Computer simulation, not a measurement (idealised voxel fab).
The document below concerns the process module designated voxel capacitor over wiring.
It is cross-section cut that appears here, measuring 155 nm in width, its square cells being 5 nm in size.
A cross-section is a grid of square cells, given in bands from the top down. A band is one or more rows of cells. Top, bottom (nm), then materials left to right with widths (nm); lone material tagged "full width" fills the whole band edge to edge; "air" = empty space. Note: height 0 marks the level under which the wafer is uniformly one material as received. Lowest band unbounded below, written "0 and below". The width entry "30->40" should be interpreted row by row: the top row of cells in the band takes the first number, the bottom row takes the second number, and the change between adjacent rows is uniform throughout. Where a step carries "remained unchanged", the cross-section came out of it unchanged, cell for cell. Empty spaces counting at least 8 cells and having no open way to the top are listed in "Non-vented voids". The notation width x height at distance is used for each, the distance being from the left edge and all three values in nm. Post-settings text on a step line: simulator's own remark regarding the step. overlay nm: mask right of planned place by this much (step with mask). Neg. = left.
## Set out below are the planned steps of the process
step 1: RECEIVE with material Si
step 2: CONFORMAL_DEP with material SiO2, thk nm 15
step 3: DIRECTIONAL_DEP with material TiN, thk nm 5
step 4: DIRECTIONAL_DEP with material W, thk nm 15
step 5: DIRECTIONAL_DEP with material aC, thk nm 10
step 6: PATTERN with tone cover, mask id METAL_1, material resist, width nm 20, pitch nm 75, thk nm 25, overlay nm 0
step 7: DIRECTIONAL_ETCH with etch materials aC, depth nm 10
step 8: STRIP with etch materials resist
step 9: DIRECTIONAL_ETCH with etch materials W, depth nm 15
step 10: DIRECTIONAL_ETCH with etch materials TiN, depth nm 5
step 11: STRIP with etch materials aC
step 12: FILL_DEP with material SiO2, thk nm 10
step 13: CMP with height nm 35
step 14: CONFORMAL_DEP with material SiCN, thk nm 5
step 15: DIRECTIONAL_DEP with material lowk, thk nm 20
step 16: PATTERN with tone open, mask id PLUG_1, material resist, width nm 15, thk nm 15, overlay nm 0
step 17: DIRECTIONAL_ETCH with etch materials lowk, depth nm 20
step 18: DIRECTIONAL_ETCH with etch materials SiCN, depth nm 5
step 19: STRIP with etch materials resist
step 20: EPI with material Ru, thk nm 10
step 21: EPI with material Ru, thk nm 10
step 22: EPI with material Ru, thk nm 5
step 23: DIRECTIONAL_DEP with material TiN, thk nm 10
step 24: DIRECTIONAL_DEP with material SiN, thk nm 5
step 25: DIRECTIONAL_DEP with material TiN, thk nm 10
step 26: MASKED_ETCH with tone cover, mask id UPPER_PLATE, width nm 60, etch materials TiN, depth nm 10, overlay nm 0
step 27: MASKED_ETCH with tone cover, mask id UPPER_PLATE, width nm 60, etch materials SiN, depth nm 5, overlay nm 0
step 28: MASKED_ETCH with tone cover, mask id LOWER_PLATE, width nm 70, etch materials TiN, depth nm 10, overlay nm 0
step 29: FILL_DEP with material SiO2, thk nm 15
step 30: CMP with height nm 95
step 31: MASKED_ETCH with tone open, mask id PLUG_2, width nm 15, etch materials SiO2, depth nm 10, overlay nm 0
step 32: CONFORMAL_DEP with material TiN, thk nm 5
step 33: FILL_DEP with material Ru, thk nm 5
step 34: CMP with height nm 95
step 35: CONFORMAL_DEP with material SiN, thk nm 5
## First of two wafers, processed according to plan
## Cross-section: wafer on arrival = after step 1
    0 and below: Si full width
    Non-vented voids: none
## Cross-section of the wafer after step 2
    15 down to 0: SiO2 full width
    Nothing below the height 0 has changed.
## Cross-section of the wafer after step 3
    20 down to 15: TiN full width
    Nothing below the height 15 has changed.
## Cross-section of the wafer after step 4
    35 down to 20: W full width
    Nothing below the height 20 has changed.
## Cross-section of the wafer after step 5
    45 down to 35: aC full width
    Nothing below the height 35 has changed.
## Cross-section of the wafer after step 6
    70 down to 45: air (30) | resist (20) | air (55) | resist (20) | air (30)
    Nothing below the height 45 has changed.
## Cross-section of the wafer after step 7
    60 down to 45: air (30) | resist (20) | air (55) | resist (20) | air (30)
    45 down to 35: air (30) | aC (20) | air (55) | aC (20) | air (30)
    Nothing below the height 35 has changed.
## Cross-section of the wafer after step 8
    45 down to 35: air (30) | aC (20) | air (55) | aC (20) | air (30)
    Nothing below the height 35 has changed.
## Cross-section of the wafer after step 9
    45 down to 35: air (30) | aC (20) | air (55) | aC (20) | air (30)
    35 down to 20: air (30) | W (20) | air (55) | W (20) | air (30)
    Nothing below the height 20 has changed.
## Cross-section of the wafer after step 10
    45 down to 35: air (30) | aC (20) | air (55) | aC (20) | air (30)
    35 down to 20: air (30) | W (20) | air (55) | W (20) | air (30)
    20 down to 15: air (30) | TiN (20) | air (55) | TiN (20) | air (30)
    Nothing below the height 15 has changed.
## Cross-section of the wafer after step 11
    35 down to 20: air (30) | W (20) | air (55) | W (20) | air (30)
    Nothing below the height 20 has changed.
## Cross-section of the wafer after step 12
    45 down to 35: SiO2 full width
    35 down to 20: SiO2 (30) | W (20) | SiO2 (55) | W (20) | SiO2 (30)
    20 down to 15: SiO2 (30) | TiN (20) | SiO2 (55) | TiN (20) | SiO2 (30)
    Nothing below the height 15 has changed.
## Cross-section of the wafer after step 13
    35 down to 20: SiO2 (30) | W (20) | SiO2 (55) | W (20) | SiO2 (30)
    Nothing below the height 20 has changed.
## Cross-section of the wafer after step 14
    40 down to 35: SiCN full width
    Nothing below the height 35 has changed.
## Cross-section of the wafer after step 15
    60 down to 40: lowk full width
    Nothing below the height 40 has changed.
## Cross-section of the wafer after step 16
    75 down to 60: resist (35) | air (15) | resist (105)
    Nothing below the height 60 has changed.
## Cross-section of the wafer after step 17
    75 down to 60: resist (35) | air (15) | resist (105)
    60 down to 40: lowk (35) | air (15) | lowk (105)
    Nothing below the height 40 has changed.
## Cross-section of the wafer after step 18
    75 down to 60: resist (35) | air (15) | resist (105)
    60 down to 40: lowk (35) | air (15) | lowk (105)
    40 down to 35: SiCN (35) | air (15) | SiCN (105)
    Nothing below the height 35 has changed.
## Cross-section of the wafer after step 19
    60 down to 40: lowk (35) | air (15) | lowk (105)
    Nothing below the height 40 has changed.
## Cross-section of the wafer after step 20
    60 down to 45: lowk (35) | air (15) | lowk (105)
    45 down to 40: lowk (35) | Ru (15) | lowk (105)
    40 down to 35: SiCN (35) | Ru (15) | SiCN (105)
    Nothing below the height 35 has changed.
## Cross-section of the wafer after step 21
    60 down to 55: lowk (35) | air (15) | lowk (105)
    55 down to 40: lowk (35) | Ru (15) | lowk (105)
    Nothing below the height 40 has changed.
## Cross-section of the wafer after step 22
    60 down to 40: lowk (35) | Ru (15) | lowk (105)
    Nothing below the height 40 has changed.
## Cross-section of the wafer after step 23
    70 down to 60: TiN full width
    Nothing below the height 60 has changed.
## Cross-section of the wafer after step 24
    75 down to 70: SiN full width
    Nothing below the height 70 has changed.
## Cross-section of the wafer after step 25
    85 down to 75: TiN full width
    Nothing below the height 75 has changed.
## Cross-section of the wafer after step 26
    85 down to 75: air (35) | TiN (60) | air (60)
    Nothing below the height 75 has changed.
## Cross-section of the wafer after step 27
    85 down to 75: air (35) | TiN (60) | air (60)
    75 down to 70: air (35) | SiN (60) | air (60)
    Nothing below the height 70 has changed.
## Cross-section of the wafer after step 28
    85 down to 75: air (35) | TiN (60) | air (60)
    75 down to 70: air (35) | SiN (60) | air (60)
    70 down to 60: air (30) | TiN (70) | air (55)
    Nothing below the height 60 has changed.
## Cross-section of the wafer after step 29
    100 down to 85: SiO2 full width
    85 down to 75: SiO2 (35) | TiN (60) | SiO2 (60)
    75 down to 70: SiO2 (35) | SiN (60) | SiO2 (60)
    70 down to 60: SiO2 (30) | TiN (70) | SiO2 (55)
    Nothing below the height 60 has changed.
## Cross-section of the wafer after step 30
    95 down to 85: SiO2 full width
    Nothing below the height 85 has changed.
## Cross-section of the wafer after step 31
    95 down to 85: SiO2 (45) | air (15) | SiO2 (95)
    Nothing below the height 85 has changed.
## Cross-section of the wafer after step 32
    100 down to 95: TiN (50) | air (5) | TiN (100)
    95 down to 90: SiO2 (45) | TiN (5) | air (5) | TiN (5) | SiO2 (95)
    90 down to 85: SiO2 (45) | TiN (15) | SiO2 (95)
    Nothing below the height 85 has changed.
## Cross-section of the wafer after step 33
    105 down to 100: Ru full width
    100 down to 95: TiN (50) | Ru (5) | TiN (100)
    95 down to 90: SiO2 (45) | TiN (5) | Ru (5) | TiN (5) | SiO2 (95)
    Nothing below the height 90 has changed.
## Cross-section of the wafer after step 34
    95 down to 90: SiO2 (45) | TiN (5) | Ru (5) | TiN (5) | SiO2 (95)
    Nothing below the height 90 has changed.
## Cross-section of the wafer after step 35
    100 down to 95: SiN full width
    Nothing below the height 95 has changed.
## The second wafer was prepared from the same starting point and under the same plan as the first; its processing contained one mistake, and it remains indistinguishable from the first wafer up to and including step 15
## Cross-section of the second wafer at the time by which step 16 should have been completed according to the plan
    75 down to 60: air (35) | resist (15) | air (105)
    Nothing below the height 60 has changed.
## Cross-section of the second wafer at the time by which step 17 should have been completed according to the plan
    75 down to 60: air (35) | resist (15) | air (105)
    60 down to 40: air (35) | lowk (15) | air (105)
    Nothing below the height 40 has changed.
## Cross-section of the second wafer at the time by which step 18 should have been completed according to the plan
    75 down to 60: air (35) | resist (15) | air (105)
    60 down to 40: air (35) | lowk (15) | air (105)
    40 down to 35: air (35) | SiCN (15) | air (105)
    Nothing below the height 35 has changed.
## Cross-section of the second wafer at the time by which step 19 should have been completed according to the plan
    60 down to 40: air (35) | lowk (15) | air (105)
    Nothing below the height 40 has changed.
## Cross-section of the second wafer at the time by which step 20 should have been completed according to the plan
    60 down to 45: air (35) | lowk (15) | air (105)
    45 down to 40: air (20) | Ru (15) | lowk (15) | air (45) | Ru (40) | air (20)
    40 down to 35: air (20) | Ru (15) | SiCN (15) | air (45) | Ru (40) | air (20)
    Nothing below the height 35 has changed.
## Cross-section of the second wafer at the time by which step 21 should have been completed according to the plan
    60 down to 55: air (35) | lowk (15) | air (105)
    55 down to 40: air (10) | Ru (25) | lowk (15) | air (35) | Ru (60) | air (10)
    40 down to 35: air (10) | Ru (25) | SiCN (15) | air (35) | Ru (60) | air (10)
    Nothing below the height 35 has changed.
## Cross-section of the second wafer at the time by which step 22 should have been completed according to the plan
    60 down to 40: air (5) | Ru (30) | lowk (15) | air (30) | Ru (70) | air (5)
    40 down to 35: air (5) | Ru (30) | SiCN (15) | air (30) | Ru (70) | air (5)
    Nothing below the height 35 has changed.
## Cross-section of the second wafer at the time by which step 23 should have been completed according to the plan
    70 down to 60: air (5) | TiN (45) | air (30) | TiN (70) | air (5)
    60 down to 45: air (5) | Ru (30) | lowk (15) | air (30) | Ru (70) | air (5)
    45 down to 40: TiN (5) | Ru (30) | lowk (15) | TiN (30) | Ru (70) | TiN (5)
    40 down to 35: TiN (5) | Ru (30) | SiCN (15) | TiN (30) | Ru (70) | TiN (5)
    Nothing below the height 35 has changed.
## Cross-section of the second wafer at the time by which step 24 should have been completed according to the plan
    75 down to 70: air (5) | SiN (45) | air (30) | SiN (70) | air (5)
    70 down to 60: air (5) | TiN (45) | air (30) | TiN (70) | air (5)
    60 down to 50: air (5) | Ru (30) | lowk (15) | air (30) | Ru (70) | air (5)
    50 down to 45: SiN (5) | Ru (30) | lowk (15) | SiN (30) | Ru (70) | SiN (5)
    Nothing below the height 45 has changed.
## Cross-section of the second wafer at the time by which step 25 should have been completed according to the plan
    85 down to 75: air (5) | TiN (45) | air (30) | TiN (70) | air (5)
    75 down to 70: air (5) | SiN (45) | air (30) | SiN (70) | air (5)
    70 down to 60: air (5) | TiN (45) | air (30) | TiN (70) | air (5)
    60 down to 50: TiN (5) | Ru (30) | lowk (15) | TiN (30) | Ru (70) | TiN (5)
    Nothing below the height 50 has changed.
## Cross-section of the second wafer at the time by which step 26 should have been completed according to the plan
    85 down to 75: air (35) | TiN (15) | air (30) | TiN (15) | air (60)
    75 down to 70: air (5) | SiN (45) | air (30) | SiN (70) | air (5)
    70 down to 60: air (5) | TiN (45) | air (30) | TiN (70) | air (5)
    60 down to 50: air (5) | Ru (30) | lowk (15) | TiN (30) | Ru (70) | air (5)
    Nothing below the height 50 has changed.
## Cross-section of the second wafer at the time by which step 27 should have been completed according to the plan
    85 down to 75: air (35) | TiN (15) | air (30) | TiN (15) | air (60)
    75 down to 70: air (35) | SiN (15) | air (30) | SiN (15) | air (60)
    70 down to 60: air (5) | TiN (45) | air (30) | TiN (70) | air (5)
    60 down to 50: air (5) | Ru (30) | lowk (15) | TiN (30) | Ru (70) | air (5)
    50 down to 45: air (5) | Ru (30) | lowk (15) | SiN (30) | Ru (70) | air (5)
    Nothing below the height 45 has changed.
## Cross-section of the second wafer at the time by which step 28 should have been completed according to the plan
    85 down to 75: air (35) | TiN (15) | air (30) | TiN (15) | air (60)
    75 down to 70: air (35) | SiN (15) | air (30) | SiN (15) | air (60)
    70 down to 60: air (30) | TiN (20) | air (30) | TiN (20) | air (55)
    60 down to 50: air (5) | Ru (30) | lowk (15) | TiN (30) | Ru (70) | air (5)
    50 down to 45: air (5) | Ru (30) | lowk (15) | SiN (30) | Ru (70) | air (5)
    45 down to 40: air (5) | Ru (30) | lowk (15) | TiN (30) | Ru (70) | air (5)
    40 down to 35: air (5) | Ru (30) | SiCN (15) | TiN (30) | Ru (70) | air (5)
    Nothing below the height 35 has changed.
## Cross-section of the second wafer at the time by which step 29 should have been completed according to the plan
    100 down to 85: SiO2 full width
    85 down to 75: SiO2 (35) | TiN (15) | SiO2 (30) | TiN (15) | SiO2 (60)
    75 down to 70: SiO2 (35) | SiN (15) | SiO2 (30) | SiN (15) | SiO2 (60)
    70 down to 60: SiO2 (30) | TiN (20) | SiO2 (30) | TiN (20) | SiO2 (55)
    60 down to 50: SiO2 (5) | Ru (30) | lowk (15) | TiN (30) | Ru (70) | SiO2 (5)
    50 down to 45: SiO2 (5) | Ru (30) | lowk (15) | SiN (30) | Ru (70) | SiO2 (5)
    45 down to 40: SiO2 (5) | Ru (30) | lowk (15) | TiN (30) | Ru (70) | SiO2 (5)
    40 down to 35: SiO2 (5) | Ru (30) | SiCN (15) | TiN (30) | Ru (70) | SiO2 (5)
    Nothing below the height 35 has changed.
## Cross-section of the second wafer at the time by which step 30 should have been completed according to the plan
    95 down to 85: SiO2 full width
    Nothing below the height 85 has changed.
## Cross-section of the second wafer at the time by which step 31 should have been completed according to the plan
    95 down to 85: SiO2 (45) | air (15) | SiO2 (95)
    Nothing below the height 85 has changed.
## Cross-section of the second wafer at the time by which step 32 should have been completed according to the plan
    100 down to 95: TiN (50) | air (5) | TiN (100)
    95 down to 90: SiO2 (45) | TiN (5) | air (5) | TiN (5) | SiO2 (95)
    90 down to 85: SiO2 (45) | TiN (15) | SiO2 (95)
    Nothing below the height 85 has changed.
## Cross-section of the second wafer at the time by which step 33 should have been completed according to the plan
    105 down to 100: Ru full width
    100 down to 95: TiN (50) | Ru (5) | TiN (100)
    95 down to 90: SiO2 (45) | TiN (5) | Ru (5) | TiN (5) | SiO2 (95)
    Nothing below the height 90 has changed.
## Cross-section of the second wafer at the time by which step 34 should have been completed according to the plan
    95 down to 90: SiO2 (45) | TiN (5) | Ru (5) | TiN (5) | SiO2 (95)
    Nothing below the height 90 has changed.
## Cross-section of the second wafer at the time by which step 35 should have been completed according to the plan
    100 down to 95: SiN full width
    Nothing below the height 95 has changed.
Short version of what went wrong: step 16 off recipe, ran as PATTERN with tone cover, mask id PLUG_1, material resist, width nm 15, thk nm 15, overlay nm 0
Counted in cells at the end, the second wafer holds more or fewer of these materials than the first: +85 Ru, -25 SiCN, +40 SiO2, -100 lowk
